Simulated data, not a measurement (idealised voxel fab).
process module | voxel wiring stack
cross-section cut | 290 nm wide | cells 5 nm
A cross-section is a grid of square cells, given in bands from the top down. A band is one or more rows of cells.
Each band's line starts with the height of the band's top and of its bottom, in nm. Then come its materials from left to right, each with its width in nm. One material with "throughout" fills the band from edge to edge. "air" is empty space.
Height 0 is the level under which the wafer as received is all one material. The lowest band goes on downwards, as in "0 down".
A width such as "30 to 40" changes by the same amount from each row of cells to the next, from the band's top row to its bottom row.
"no change" after a step means that no cell of the cross-section changed.
closed voids: empty space of 8 cells or more with no open way to the top, each as width x height at its distance from the left edge, in nm
after a step's settings: what the simulator itself notes on the step
overlay nm, on a step with a mask: how far to the right of its planned place the mask lay; to the left if negative
plan
1 op RECEIVE | material Si
2 op CONFORMAL_DEP | material SiO2 | thk nm 15
3 op DIRECTIONAL_DEP | material TiN | thk nm 5
4 op DIRECTIONAL_DEP | material W | thk nm 20
5 op DIRECTIONAL_DEP | material aC | thk nm 10
6 op PATTERN | tone cover | mask id METAL_1 | material resist | width nm 25 | pitch nm 45 | thk nm 30 | overlay nm 0
7 op DIRECTIONAL_ETCH | etch materials aC | depth nm 10
8 op STRIP | etch materials resist
9 op DIRECTIONAL_ETCH | etch materials W | depth nm 20
10 op DIRECTIONAL_ETCH | etch materials TiN | depth nm 5
11 op STRIP | etch materials aC
12 op CONFORMAL_DEP | material SiN | thk nm 5
13 op FILL_DEP | material lowk | thk nm 10
14 op CMP | height nm 40
15 op CONFORMAL_DEP | material SiCN | thk nm 5
16 op DIRECTIONAL_DEP | material SiO2 | thk nm 20
17 op DIRECTIONAL_DEP | material aC | thk nm 10
18 op PATTERN | tone open | mask id PLUG_1 | material resist | width nm 15 | pitch nm 45 | thk nm 25 | overlay nm 0
19 op DIRECTIONAL_ETCH | etch materials aC | depth nm 10
20 op STRIP | etch materials resist
21 op DIRECTIONAL_ETCH | etch materials SiO2 | depth nm 20
22 op DIRECTIONAL_ETCH | etch materials SiCN | depth nm 5
23 op STRIP | etch materials aC
24 op CONFORMAL_DEP | material TiN | thk nm 5
25 op FILL_DEP | material Cu | thk nm 5
26 op CMP | height nm 65
27 op DIRECTIONAL_DEP | material TiN | thk nm 5
28 op DIRECTIONAL_DEP | material W | thk nm 15
29 op DIRECTIONAL_DEP | material aC | thk nm 10
30 op PATTERN | tone cover | mask id METAL_2 | material resist | width nm 25 | pitch nm 45 | thk nm 30 | overlay nm 0
31 op DIRECTIONAL_ETCH | etch materials aC | depth nm 10
32 op STRIP | etch materials resist
33 op DIRECTIONAL_ETCH | etch materials W | depth nm 15
34 op DIRECTIONAL_ETCH | etch materials TiN | depth nm 5
35 op STRIP | etch materials aC
36 op CONFORMAL_DEP | material SiCN | thk nm 5
37 op FILL_DEP | material SiO2 | thk nm 10
38 op CMP | height nm 85
39 op CONFORMAL_DEP | material SiCN | thk nm 5
40 op DIRECTIONAL_DEP | material lowk | thk nm 10
41 op MASKED_ETCH | tone open | mask id PLUG_2 | width nm 15 | pitch nm 45 | etch materials lowk | depth nm 10 | overlay nm 0
42 op MASKED_ETCH | tone open | mask id PLUG_2 | width nm 15 | pitch nm 45 | etch materials SiCN | depth nm 5 | overlay nm 0
43 op CONFORMAL_DEP | material TiN | thk nm 5
44 op FILL_DEP | material W | thk nm 10
45 op CMP | height nm 100
46 op CONFORMAL_DEP | material SiN | thk nm 5
47 op DIRECTIONAL_DEP | material SiO2 | thk nm 20
48 op PATTERN | tone open | mask id METAL_3 | material resist | width nm 25 | pitch nm 45 | thk nm 20 | overlay nm 0
49 op DIRECTIONAL_ETCH | etch materials SiO2 | depth nm 20
50 op DIRECTIONAL_ETCH | etch materials SiN | depth nm 5
51 op STRIP | etch materials resist
52 op CONFORMAL_DEP | material TiN | thk nm 5
53 op FILL_DEP | material Ru | thk nm 10
54 op CMP | height nm 125
55 op CONFORMAL_DEP | material SiN | thk nm 5
as received, after step 1
  0 down: Si throughout
  closed voids: none
a wafer at the end: this start, this plan, one mistake
  130 to 125: SiN throughout
  125 to 110: SiO2 85 | TiN 5 | Ru 15 | TiN 5 | SiO2 20 | TiN 5 | Ru 15 | TiN 5 | SiO2 20 | TiN 5 | Ru 15 | TiN 5 | SiO2 90
  110 to 105: SiO2 85 | TiN 25 | SiO2 20 | TiN 25 | SiO2 20 | TiN 25 | SiO2 90
  105 to 100: TiN throughout
  100 to 90: lowk 85 | TiN 5 | W 5 | TiN 5 | lowk 30 | TiN 5 | W 5 | TiN 5 | lowk 30 | TiN 5 | W 5 | TiN 5 | lowk 100
  90 to 85: SiCN 85 | TiN 15 | SiCN 30 | TiN 15 | SiCN 30 | TiN 15 | SiCN 100
  85 to 70: SiO2 80 | SiCN 5 | W 25 | SiCN 5 | SiO2 10 | SiCN 5 | W 25 | SiCN 5 | SiO2 10 | SiCN 5 | W 25 | SiCN 5 | SiO2 85
  70 to 65: SiCN 85 | TiN 25 | SiCN 20 | TiN 25 | SiCN 20 | TiN 25 | SiCN 90
  65 to 45: SiO2 85 | TiN 5 | Cu 5 | TiN 5 | SiO2 30 | TiN 5 | Cu 5 | TiN 5 | SiO2 30 | TiN 5 | Cu 5 | TiN 5 | SiO2 100
  45 to 40: SiCN 85 | TiN 15 | SiCN 30 | TiN 15 | SiCN 30 | TiN 15 | SiCN 100
  40 to 20: lowk 80 | SiN 5 | W 25 | SiN 5 | lowk 10 | SiN 5 | W 25 | SiN 5 | lowk 10 | SiN 5 | W 25 | SiN 5 | lowk 85
  20 to 15: SiN 85 | TiN 25 | SiN 20 | TiN 25 | SiN 20 | TiN 25 | SiN 90
  15 to 0: SiO2 throughout
  0 down: Si throughout
  closed voids: none
what went wrong: step 46 ran as: op CONFORMAL_DEP | material TiN | thk nm 5
